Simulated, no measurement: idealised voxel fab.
process module | voxel double patterning
cross-section cut | 240 nm wide | cells 5 nm
A cross-section is a grid of square cells, given in bands from the top down. A band is one or more rows of cells.
Each band's line starts with the height of the band's top and of its bottom, in nm. Then come its materials from left to right, each with its width in nm. One material with "throughout" fills the band from edge to edge. "air" is empty space.
Height 0 is the level under which the wafer as received is all one material. The lowest band goes on downwards, as in "0 down".
A width such as "30 to 40" changes by the same amount from each row of cells to the next, from the band's top row to its bottom row.
"no change" after a step means that no cell of the cross-section changed.
closed voids: empty space of 8 cells or more with no open way to the top, each as width x height at its distance from the left edge, in nm
after a step's settings: what the simulator itself notes on the step
overlay nm, on a step with a mask: how far to the right of its planned place the mask lay; to the left if negative
plan
1 op RECEIVE | material Si
2 op CONFORMAL_DEP | material SiN | thk nm 5
3 op DIRECTIONAL_DEP | material SiO2 | thk nm 10
4 op DIRECTIONAL_DEP | material SiCN | thk nm 10
5 op PATTERN | tone open | mask id FIRST | material resist | width nm 15 | pitch nm 50 | thk nm 15 | overlay nm 0
6 op DIRECTIONAL_ETCH | etch materials SiCN | depth nm 10
7 op STRIP | etch materials resist
8 op MASKED_ETCH | tone open | mask id SECOND | width nm 15 | pitch nm 50 | etch materials SiCN | depth nm 10 | overlay nm 0
9 op DIRECTIONAL_ETCH | etch materials SiO2 | depth nm 10
10 op STRIP | etch materials SiCN
as received, after step 1
  0 down: Si throughout
  closed voids: none
first wafer at the end, as planned
  15 to 5: SiO2 60 | air 15 | SiO2 10 | air 15 | SiO2 10 | air 15 | SiO2 10 | air 15 | SiO2 10 | air 15 | SiO2 65
  5 to 0: SiN throughout
  0 down: Si throughout
  closed voids: none
second wafer at the end: like start, like plan, one mistake
  15 to 5: SiO2 60 | air 15 | SiO2 10 | air 20 | SiO2 5 | air 15 | SiO2 10 | air 20 | SiO2 5 | air 15 | SiO2 65
  5 to 0: SiN throughout
  0 down: Si throughout
  closed voids: none
what went wrong: step 8 ran as: op MASKED_ETCH | tone open | mask id SECOND | width nm 20 | pitch nm 50 | etch materials SiCN | depth nm 10 | overlay nm 0
at the end the second wafer has, in cells: 4 fewer of SiO2
